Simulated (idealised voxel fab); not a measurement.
process module | voxel air gaps
cross-section cut | 280 nm wide | cells 5 nm
A cross-section is a grid of square cells, given in bands from the top down. A band is one or more rows of cells.
Each band's line starts with the height of the band's top and of its bottom, in nm. Then come its materials from left to right, each with its width in nm. One material with "throughout" fills the band from edge to edge. "air" is empty space.
Height 0 is the level under which the wafer as received is all one material. The lowest band goes on downwards, as in "0 down".
A width such as "30 to 40" changes by the same amount from each row of cells to the next, from the band's top row to its bottom row.
"no change" after a step means that no cell of the cross-section changed.
closed voids: empty space of 8 cells or more with no open way to the top, each as width x height at its distance from the left edge, in nm
after a step's settings: what the simulator itself notes on the step
overlay nm, on a step with a mask: how far to the right of its planned place the mask lay; to the left if negative
plan
1 op RECEIVE | material Si
2 op CONFORMAL_DEP | material SiO2 | thk nm 10
3 op CONFORMAL_DEP | material SiN | thk nm 5
4 op DIRECTIONAL_DEP | material lowk | thk nm 40
5 op PATTERN | tone open | mask id LINES | material resist | width nm 20 | pitch nm 45 | thk nm 15 | overlay nm 0
6 op DIRECTIONAL_ETCH | etch materials lowk | depth nm 40
7 op STRIP | etch materials resist
8 op CONFORMAL_DEP | material TiN | thk nm 5
9 op FILL_DEP | material Ru | thk nm 10
10 op CMP | height nm 55
11 op EPI | material Ru | thk nm 10
12 op SELECTIVE_ETCH | etch materials lowk | depth nm 50
13 op CONFORMAL_DEP | material SiCN | thk nm 5
as received, after step 1
  0 down: Si throughout
  closed voids: none
a wafer at the end: this start, this plan, one mistake
  70 to 65: air 50 | SiCN 180 | air 50
  65 to 55: air 50 | SiCN 5 | Ru 35 | SiCN 10 | Ru 35 | SiCN 10 | Ru 35 | SiCN 10 | Ru 35 | SiCN 5 | air 50
  55 to 50: air 50 | SiCN 15 | TiN 5 | Ru 5 | TiN 5 | SiCN 30 | TiN 5 | Ru 5 | TiN 5 | SiCN 30 | TiN 5 | Ru 5 | TiN 5 | SiCN 30 | TiN 5 | Ru 5 | TiN 5 | SiCN 15 | air 50
  50 to 20: air 60 | SiCN 5 | TiN 5 | Ru 5 | TiN 5 | SiCN 5 | air 20 | SiCN 5 | TiN 5 | Ru 5 | TiN 5 | SiCN 5 | air 20 | SiCN 5 | TiN 5 | Ru 5 | TiN 5 | SiCN 5 | air 20 | SiCN 5 | TiN 5 | Ru 5 | TiN 5 | SiCN 5 | air 60
  20 to 15: SiCN 65 | TiN 15 | SiCN 30 | TiN 15 | SiCN 30 | TiN 15 | SiCN 30 | TiN 15 | SiCN 65
  15 to 10: SiN throughout
  10 to 0: SiO2 throughout
  0 down: Si throughout
  closed voids: 20 x 30 at 85; 20 x 30 at 130; 20 x 30 at 175
what went wrong: step 5 ran as: op PATTERN | tone open | mask id LINES | material resist | width nm 15 | pitch nm 45 | thk nm 15 | overlay nm 0
